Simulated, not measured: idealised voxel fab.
Process module under the name voxel tone inversion
The figure presents cross-section cut, which has a width of 285 nm and is divided into square cells with an edge length of 5 nm.
The cross-sections in this document take the form of a grid made of square cells. They are written out as bands, in order from top to bottom. Each band consists of one or more rows of cells.
The band entry comprises the height of the band's top followed by the height of its bottom, expressed in nm, and subsequently the band's materials from left to right, each stated together with its width in nm. Where a single material is marked with the word "edge to edge", that material fills the band from edge to edge. The word "blank" represents empty space.
Height is counted from the level 0, under which the received wafer is composed throughout of one material. The lowest of the bands is not closed at the bottom but continues downward, in the notation "z 0 and below".
Top row gets the first number, bottom row gets the second, and each row in between changes by the same step: that is how a band width like "30..40" works.
The cross-section has no changed cell in any step marked "changes: none".
Entry "Trapped void list" = empty spaces >= 8 cells with no open way to the top; each as width x height at distance, distance from left edge, all nm.
Step line, after settings: the simulator's comment on this step.
overlay nm: for a step with a mask, the amount by which the mask lay right of where it was planned; a negative amount means left of it.

Planned process steps
1: RECEIVE: material Si
2: CONFORMAL_DEP: material SiN, thk nm 5
3: DIRECTIONAL_DEP: material aC, thk nm 20
4: PATTERN: tone cover, mask id POSTS, material resist, width nm 15, pitch nm 45, thk nm 25, overlay nm 0
5: DIRECTIONAL_ETCH: etch materials aC, depth nm 20
6: STRIP: etch materials resist
7: FILL_DEP: material SiO2, thk nm 10
8: CMP: height nm 25
9: STRIP: etch materials aC
10: CONFORMAL_DEP: material TiN, thk nm 5
11: FILL_DEP: material Ru, thk nm 5
12: CMP: height nm 25
13: CONFORMAL_DEP: material SiCN, thk nm 5

Cross-section, incoming material, after step 1
- z 0 and below  Si edge to edge
- Trapped void list: none

First wafer at the end, as planned
- z 30 to 25  SiCN edge to edge
- z 25 to 10  SiO2 110; TiN 5; Ru 5; TiN 5; SiO2 30; TiN 5; Ru 5; TiN 5; SiO2 115
- z 10 to 5  SiO2 110; TiN 15; SiO2 30; TiN 15; SiO2 115
- z 5 to 0  SiN edge to edge
- z 0 and below  Si edge to edge
- Trapped void list: none

Now the second wafer, cross-sectioned at the end of the module. Nothing different at the start, nothing different in the plan compared with the first, just one mistake when it was actually run
- z 30 to 25  SiCN edge to edge
- z 25 to 20  SiN edge to edge
- z 20 to 0  aC edge to edge
- z 0 and below  Si edge to edge
- Trapped void list: none
Short version of what went wrong: deviation from plan: step 3 and step 2 executed in one another's positions
Final tally in cells, some materials are higher or lower on the second wafer than on the first: -6 Ru | -204 SiO2 | -18 TiN | +228 aC
